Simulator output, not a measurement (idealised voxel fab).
Process module under the name voxel self aligned contacts
The figure presents cross-section cut, which has a width of 230 nm and is divided into square cells with an edge length of 5 nm.
In this document a cross-section is written as a grid of square cells. It is given as a series of bands, listed from the top down, and a band is one or more rows of cells. Heads up on the band format: heights come first, top then bottom, in nm. After that it's the materials left to right, each with its width in nm. A single material flagged "all across" fills the whole band edge to edge, and "empty" means there's empty space there. Heights are reckoned from 0. Under this level, the received wafer is all of one material. The bottommost band is open-ended downward, for example "0 and below". Note: "30..40" means the width goes from the first number (top row of the band) to the second number (bottom row) in equal steps per row of cells. Reading "no alterations made" for a step: not a cell of the cross-section changed in it. Basically, "Closed cavity list" tells you about the enclosed voids: empty spaces with no open way to the top, 8 cells or bigger, each written width x height at distance, where distance is from the left edge, all in nm. Whatever follows a step's settings on its line is a remark the simulator itself makes about that step. On any step carrying a mask, the "overlay nm" setting, if present on the step's line, tells how far right of its planned place the mask lay; negative values point to the left.
This section lists the process steps that were planned:
step 1: RECEIVE with material Si
step 2: CONFORMAL_DEP with material SiO2, thk nm 5
step 3: DIRECTIONAL_DEP with material polySi, thk nm 20
step 4: DIRECTIONAL_DEP with material SiN, thk nm 15
step 5: DIRECTIONAL_DEP with material aC, thk nm 15
step 6: PATTERN with tone cover, mask id GATE, material resist, width nm 25, pitch nm 55, thk nm 35, overlay nm 0
step 7: DIRECTIONAL_ETCH with etch materials aC, depth nm 15
step 8: STRIP with etch materials resist
step 9: DIRECTIONAL_ETCH with etch materials SiN, depth nm 15
step 10: DIRECTIONAL_ETCH with etch materials polySi, depth nm 30
step 11: STRIP with etch materials aC
step 12: CONFORMAL_DEP with material SiN, thk nm 5
step 13: DIRECTIONAL_ETCH with etch materials SiN, depth nm 5
step 14: FILL_DEP with material SiO2, thk nm 20
step 15: CMP with height nm 60
step 16: DIRECTIONAL_DEP with material aC, thk nm 10
step 17: PATTERN with tone open, mask id CONTACT, material resist, width nm 40, thk nm 30, overlay nm 0
step 18: DIRECTIONAL_ETCH with etch materials aC, depth nm 10
step 19: STRIP with etch materials resist
step 20: DIRECTIONAL_ETCH with etch materials SiO2, depth nm 60
step 21: STRIP with etch materials aC
step 22: CONFORMAL_DEP with material TiN, thk nm 5
step 23: FILL_DEP with material W, thk nm 10
step 24: CMP with height nm 60
step 25: CONFORMAL_DEP with material SiN, thk nm 5
Heads up: all these wafers start the same, and what changes between them is the thk nm in step 3. The value you see in the plan is just what the first wafer got.
As received, i.e. after step 1: cross-section through the first of several wafers:
    0 and below  Si all across
    Closed cavity list: none
So in this table every wafer gets its own row, and what you see is where it stands at the end of the module: for each material, how many cells it picked up (+) or gave up (-) since we received it, and after that its closed voids:
thk nm 20; +104 SiN; +390 SiO2; +30 TiN; +34 W; +40 polySi; Closed cavity list: none
thk nm 25; +108 SiN; +380 SiO2; +30 TiN; +30 W; +50 polySi; Closed cavity list: none
thk nm 30; +112 SiN; +370 SiO2; +30 TiN; +26 W; +60 polySi; Closed cavity list: none
thk nm 35; +112 SiN; +336 SiO2; +26 TiN; +18 W; +106 polySi; Closed cavity list: none
thk nm 40; +112 SiN; +298 SiO2; +20 TiN; +16 W; +152 polySi; Closed cavity list: none
thk nm 45; +98 SiN; +270 SiO2; +18 TiN; +14 W; +198 polySi; Closed cavity list: none
